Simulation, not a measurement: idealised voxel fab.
Process module under the name voxel spacer lines
Xsec cut, 220 nm wide, square cell size 5 nm.
This document writes a cross-section as a grid whose cells are square, and gives it as bands, listed from the top down; one or more rows of cells form a band. This entry defines a band. It first specifies the height of the band's top and the height of its bottom in nm, and then specifies the band's materials from left to right, stating each material with its width in nm. The word "all across" identifies a single material that fills the band from edge to edge, while the word "blank" identifies empty space. A quick word on heights: they are counted from 0, and under that level the wafer as it came to us is one material throughout. The lowest band is different from the rest in having no bottom; it simply continues downward, written as in "from 0 down". A two-number width, for instance "30 to 40", indicates that the width is equal to the first number in the top row of the band and to the second number in the bottom row, and that it changes by a constant amount per row of cells. Any step labelled "no change" changed none of the cells in the cross-section. The entry titled "Enclosed void entries" provides the empty spaces that have no open way to the top, restricted to those of 8 cells or more. Each is presented as width x height at distance, the distance being measured from the left edge, with all three in nm. Post-settings text on a step line: simulator's own remark regarding the step. The optional step-line setting "overlay nm" applies to steps with a mask and quantifies how far to the right of its planned location the mask lay, a negative value indicating leftward placement.
Listed below are the process steps as planned
- 1: RECEIVE: material Si
- 2: CONFORMAL_DEP: material Al2O3, thk nm 5
- 3: DIRECTIONAL_DEP: material TiN, thk nm 20
- 4: DIRECTIONAL_DEP: material polySi, thk nm 20
- 5: PATTERN: tone cover, mask id MANDREL, material resist, width nm 15, pitch nm 60, thk nm 25, overlay nm 0
- 6: DIRECTIONAL_ETCH: etch materials polySi, depth nm 20
- 7: STRIP: etch materials resist
- 8: CONFORMAL_DEP: material SiN, thk nm 15
- 9: DIRECTIONAL_ETCH: etch materials SiN, depth nm 15
- 10: STRIP: etch materials polySi
- 11: DIRECTIONAL_ETCH: etch materials TiN, depth nm 20
- 12: STRIP: etch materials SiN
Here's what the wafer looked like in cross-section when it arrived - that's after step 1
    from 0 down: Si all across
    Enclosed void entries: none
End-of-module XS, first of two wafers, run as planned
    from 25 to 5: blank 55 nm | TiN 15 nm | blank 15 nm | TiN 15 nm | blank 15 nm | TiN 15 nm | blank 15 nm | TiN 15 nm | blank 60 nm
    from 5 to 0: Al2O3 all across
    from 0 down: Si all across
    Enclosed void entries: none
second wafer at the end: like start, like plan, one mistake
    from 25 to 5: blank 50 nm | TiN 15 nm | blank 25 nm | TiN 15 nm | blank 5 nm | TiN 15 nm | blank 25 nm | TiN 15 nm | blank 55 nm
    from 5 to 0: Al2O3 all across
    from 0 down: Si all across
    Enclosed void entries: none
Short version of what went wrong: step 5, actual vs plan mismatch, actual run PATTERN: tone cover, mask id MANDREL, material resist, width nm 25, pitch nm 60, thk nm 25, overlay nm 0
Heads up: at the end the two wafers have identical cell counts per material, they're just laid out differently.
